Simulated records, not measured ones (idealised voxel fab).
process module | voxel lift off
cross-section cut | 170 nm wide | cells 5 nm
A cross-section is a grid of square cells, given in bands from the top down. A band is one or more rows of cells.
Each band's line starts with the height of the band's top and of its bottom, in nm. Then come its materials from left to right, each with its width in nm. One material with "throughout" fills the band from edge to edge. "air" is empty space.
Height 0 is the level under which the wafer as received is all one material. The lowest band goes on downwards, as in "0 down".
A width such as "30 to 40" changes by the same amount from each row of cells to the next, from the band's top row to its bottom row.
"no change" after a step means that no cell of the cross-section changed.
closed voids: empty space of 8 cells or more with no open way to the top, each as width x height at its distance from the left edge, in nm
after a step's settings: what the simulator itself notes on the step
overlay nm, on a step with a mask: how far to the right of its planned place the mask lay; to the left if negative
plan
1 op RECEIVE | material Si
2 op CONFORMAL_DEP | material Al2O3 | thk nm 15
3 op PATTERN | tone open | mask id LINES | material resist | width nm 25 | pitch nm 50 | thk nm 30 | overlay nm 0
4 op DIRECTIONAL_DEP | material Ru | thk nm 15
5 op STRIP | etch materials resist
6 op CONFORMAL_DEP | material SiN | thk nm 5
as received, after step 1
  0 down: Si throughout
  closed voids: none
a wafer at the end: this start, this plan, one mistake
  35 to 30: air 35 | SiN 35 | air 15 | SiN 35 | air 50
  30 to 20: air 35 | SiN 5 | Ru 25 | SiN 5 | air 15 | SiN 5 | Ru 25 | SiN 5 | air 50
  20 to 15: SiN 40 | Ru 25 | SiN 25 | Ru 25 | SiN 55
  15 to 0: Al2O3 throughout
  0 down: Si throughout
  closed voids: none
what went wrong: step 3 ran as: op PATTERN | tone open | mask id LINES | material resist | width nm 25 | pitch nm 50 | thk nm 30 | overlay nm -5
